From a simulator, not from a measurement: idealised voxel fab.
This section sets out a process module, namely voxel ribs on slabs.
Displayed cross-section: cut, width of 260 nm, square cells sized 5 nm.
In what follows, cross-sections appear as grids of square cells, described through bands that run from the top down, where every band is one or more rows of cells. This entry defines a band. It first specifies the height of the band's top and the height of its bottom in nm, and then specifies the band's materials from left to right, stating each material with its width in nm. The word "everywhere" identifies a single material that fills the band from edge to edge, while the word "air" identifies empty space. Basically, 0 is our baseline, since under it the wafer straight out of the box is all one material. The bottom band has no lower end and keeps on going down, so it looks like "0 down". Quick explanation for "30 to 40": the width changes in equal steps down the rows of cells, from the first number in the band's top row to the second number in its bottom row. Step note "nothing was modified" = no cross-section cell changed. If an empty space has no open way to the top and is at least 8 cells in size, "Tabulated closed voids" lists it, written width x height at distance, where distance is measured from the left edge and every value is in nm. Step line, after settings: the simulator's comment on this step. "overlay nm", when on a step's line for a step with a mask, measures how far to the right of its planned place the mask lay; a negative measure means to the left.

# So here's the lineup of process steps we planned
| 1 | RECEIVE: material Si |
| 2 | DIRECTIONAL_DEP: material SiO2, thk nm 25 |
| 3 | DIRECTIONAL_DEP: material SiN, thk nm 20 |
| 4 | MASKED_ETCH: tone cover, mask id RIB, width nm 30, etch materials SiN, depth nm 5, overlay nm 0 |
| 5 | DIRECTIONAL_DEP: material aC, thk nm 10 |
| 6 | PATTERN: tone cover, mask id SLAB, material resist, width nm 80, thk nm 25, overlay nm 0 |
| 7 | DIRECTIONAL_ETCH: etch materials aC, depth nm 10 |
| 8 | STRIP: etch materials resist |
| 9 | DIRECTIONAL_ETCH: etch materials SiN, depth nm 15 |
| 10 | STRIP: etch materials aC |
| 11 | FILL_DEP: material SiO2, thk nm 20 |
| 12 | CMP: height nm 55 |
| 13 | DIRECTIONAL_DEP: material W, thk nm 10 |
| 14 | MASKED_ETCH: tone cover, mask id HEATER, width nm 40, etch materials W, depth nm 10, overlay nm 0 |
| 15 | CONFORMAL_DEP: material SiN, thk nm 5 |

# Cross-section, incoming material, after step 1
    0 down: Si everywhere
    Tabulated closed voids: none

# Result of the module, cross-sectioned: start per above, plan per above, one error in how it was run
    70 to 65: air: 105, SiN: 50, air: 105
    65 to 60: air: 105, SiN: 5, W: 40, SiN: 5, air: 105
    60 to 55: SiN: 110, W: 40, SiN: 110
    55 to 45: SiO2: 90, SiN: 80, SiO2: 90
    45 to 25: SiN everywhere
    25 to 0: SiO2 everywhere
    0 down: Si everywhere
    Tabulated closed voids: none
Deviation noted in wafer processing: step 3 of the plan saw execution twice
